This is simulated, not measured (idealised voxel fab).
Name of the process module below: voxel ribs on slabs
Cross-section cut spans 185 nm and uses square cells 5 nm in size.
Notation: cross-section as square-cell grid; stated in bands, top first, going down; one or more cell rows per band. Heights first: top, then bottom, in nm. Then materials, left to right, each with a width in nm. "all across" on a single material: fills the band edge to edge. "air": empty space. Heights from 0 (as-received wafer is one material below). Bottom band endless downward, as "z 0 and below". When a width is written as two numbers, as in "30 to 40", the first number is the width in the top row of cells of the band and the second is the width in its bottom row, and the width changes by the same amount from each row to the next. "all unchanged" after a step means that no cell of the cross-section changed. Basically, "Sealed-off cavities" tells you about the enclosed voids: empty spaces with no open way to the top, 8 cells or bigger, each written width x height at distance, where distance is from the left edge, all in nm. On a step's line, text after the settings is the simulator commenting on that step. Among the settings permitted on a step's line is "overlay nm"; applied to a step with a mask, it specifies the extent to which the mask lay to the right of its planned position, whereas a negative figure signifies a position to the left.

-- Listed below are the process steps as planned
| 1 | RECEIVE (material Si) |
| 2 | DIRECTIONAL_DEP (material SiO2; thk nm 20) |
| 3 | DIRECTIONAL_DEP (material polySi; thk nm 15) |
| 4 | MASKED_ETCH (tone cover; mask id RIB; width nm 15; etch materials polySi; depth nm 5; overlay nm 0) |
| 5 | MASKED_ETCH (tone cover; mask id SLAB; width nm 55; etch materials polySi; depth nm 10; overlay nm -15) |
| 6 | FILL_DEP (material SiO2; thk nm 20) |
| 7 | CMP (height nm 45) |
| 8 | DIRECTIONAL_DEP (material TiN; thk nm 5) |
| 9 | DIRECTIONAL_DEP (material aC; thk nm 10) |
| 10 | PATTERN (tone cover; mask id HEATER; material resist; width nm 25; thk nm 30; overlay nm 0) |
| 11 | DIRECTIONAL_ETCH (etch materials aC; depth nm 10) |
| 12 | STRIP (etch materials resist) |
| 13 | DIRECTIONAL_ETCH (etch materials TiN; depth nm 5) |
| 14 | STRIP (etch materials aC) |
| 15 | CONFORMAL_DEP (material SiN; thk nm 5) |
The wafers in this document start out alike and differ in the overlay nm applied at step 5; the plan shows the value used for the first wafer.

-- The first of several wafers as received, shown in cross-section; this is its state after step 1
z 0 and below | Si all across
Sealed-off cavities: none

-- Module end state after final step 15: cross-section of the first of several wafers
z 55 to 50 | 75 nm air, then 35 nm SiN, then 75 nm air
z 50 to 45 | 80 nm SiN, then 25 nm TiN, then 80 nm SiN
z 45 to 35 | SiO2 all across
z 35 to 30 | 85 nm SiO2, then 15 nm polySi, then 85 nm SiO2
z 30 to 20 | 50 nm SiO2, then 55 nm polySi, then 80 nm SiO2
z 20 to 0 | SiO2 all across
z 0 and below | Si all across
Sealed-off cavities: none

-- Final wafer cross-section at module end
z 55 to 50 | 75 nm air, then 35 nm SiN, then 75 nm air
z 50 to 45 | 80 nm SiN, then 25 nm TiN, then 80 nm SiN
z 45 to 35 | SiO2 all across
z 35 to 30 | 85 nm SiO2, then 15 nm polySi, then 85 nm SiO2
z 30 to 20 | 80 nm SiO2, then 55 nm polySi, then 50 nm SiO2
z 20 to 0 | SiO2 all across
z 0 and below | Si all across
Sealed-off cavities: none

-- each wafer at the end: cells of each material gained (+) or lost (-) since it was received, then its closed voids
overlay nm -15 | +39 SiN | +308 SiO2 | +5 TiN | +25 polySi | Sealed-off cavities: none
overlay nm -10 | +39 SiN | +308 SiO2 | +5 TiN | +25 polySi | Sealed-off cavities: none
overlay nm -5 | +39 SiN | +308 SiO2 | +5 TiN | +25 polySi | Sealed-off cavities: none
overlay nm 0 | +39 SiN | +308 SiO2 | +5 TiN | +25 polySi | Sealed-off cavities: none
overlay nm 5 | +39 SiN | +308 SiO2 | +5 TiN | +25 polySi | Sealed-off cavities: none
overlay nm 10 | +39 SiN | +308 SiO2 | +5 TiN | +25 polySi | Sealed-off cavities: none
overlay nm 15 | +39 SiN | +308 SiO2 | +5 TiN | +25 polySi | Sealed-off cavities: none
